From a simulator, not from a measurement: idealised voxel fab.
This is a process module. Its name is voxel ribs on slabs.
The figure presents cross-section cut, which has a width of 270 nm and is divided into square cells with an edge length of 5 nm.
Just so we're on the same page, the cross-sections are grids of square cells, and they're listed out in bands top to bottom, each band one or more rows deep.
Quick guide to a band line: top height, bottom height (nm) up front; then every material left to right with its width in nm. Only one material and it's marked "full width"? Then it fills the band edge to edge. And "air" just means empty space.
Height 0 is the level under which the wafer as received is all one material. The lowest band goes on downwards, as in "top 0, no bottom".
Note: "30..40" means the width goes from the first number (top row of the band) to the second number (bottom row) in equal steps per row of cells.
"nothing changed" means the step left every cell of the cross-section as it was.
If an empty space has no open way to the top and is at least 8 cells in size, "Fully sealed cavities" lists it, written width x height at distance, where distance is measured from the left edge and every value is in nm.
It should be noted that, on the line of a given step, the content following the step's settings is a remark produced by the simulator itself with respect to that step.
If you see "overlay nm" on a step's line and that step has a mask, it's telling you how far right of where it was planned the mask ended up; a negative number means it went left instead.
[These are the steps we planned for the process]
1) op RECEIVE | material Si
2) op DIRECTIONAL_DEP | material SiO2 | thk nm 30
3) op DIRECTIONAL_DEP | material SiN | thk nm 20
4) op DIRECTIONAL_DEP | material aC | thk nm 10
5) op PATTERN | tone cover | mask id RIB | material resist | width nm 15 | thk nm 30 | overlay nm -15
6) op DIRECTIONAL_ETCH | etch materials aC | depth nm 10
7) op STRIP | etch materials resist
8) op DIRECTIONAL_ETCH | etch materials SiN | depth nm 15
9) op STRIP | etch materials aC
10) op MASKED_ETCH | tone cover | mask id SLAB | width nm 75 | etch materials SiN | depth nm 5 | overlay nm 0
11) op FILL_DEP | material SiO2 | thk nm 25
12) op CMP | height nm 70
13) op DIRECTIONAL_DEP | material W | thk nm 5
14) op MASKED_ETCH | tone cover | mask id HEATER | width nm 25 | etch materials W | depth nm 5 | overlay nm 0
15) op CONFORMAL_DEP | material SiO2 | thk nm 5
The overlay nm used in step 5 is not the same on every wafer, whereas the starting condition is; the value printed in the plan is the first wafer's.
[As-received cross-section, first of several wafers, post step 1]
top 0, no bottom: Si full width
Fully sealed cavities: none
[First wafer of several, cross-section, module end, after step 15 (last)]
top 80, bottom 75: air (115) | SiO2 (35) | air (120)
top 75, bottom 70: SiO2 (120) | W (25) | SiO2 (125)
top 70, bottom 50: SiO2 full width
top 50, bottom 35: SiO2 (110) | SiN (15) | SiO2 (145)
top 35, bottom 30: SiO2 (95) | SiN (75) | SiO2 (100)
top 30, bottom 0: SiO2 full width
top 0, no bottom: Si full width
Fully sealed cavities: none
[End of module, last wafer sectioned]
top 80, bottom 75: air (115) | SiO2 (35) | air (120)
top 75, bottom 70: SiO2 (120) | W (25) | SiO2 (125)
top 70, bottom 50: SiO2 full width
top 50, bottom 35: SiO2 (140) | SiN (15) | SiO2 (115)
top 35, bottom 30: SiO2 (95) | SiN (75) | SiO2 (100)
top 30, bottom 0: SiO2 full width
top 0, no bottom: Si full width
Fully sealed cavities: none
[Below: a row per wafer. Contents at end of module: for every material, cells gained since receipt (+) or lost since receipt (-); then closed voids]
overlay nm -15, +24 SiN, +788 SiO2, +5 W, Fully sealed cavities: none
overlay nm -10, +24 SiN, +788 SiO2, +5 W, Fully sealed cavities: none
overlay nm -5, +24 SiN, +788 SiO2, +5 W, Fully sealed cavities: none
overlay nm 0, +24 SiN, +788 SiO2, +5 W, Fully sealed cavities: none
overlay nm 5, +24 SiN, +788 SiO2, +5 W, Fully sealed cavities: none
overlay nm 10, +24 SiN, +788 SiO2, +5 W, Fully sealed cavities: none
overlay nm 15, +24 SiN, +788 SiO2, +5 W, Fully sealed cavities: none
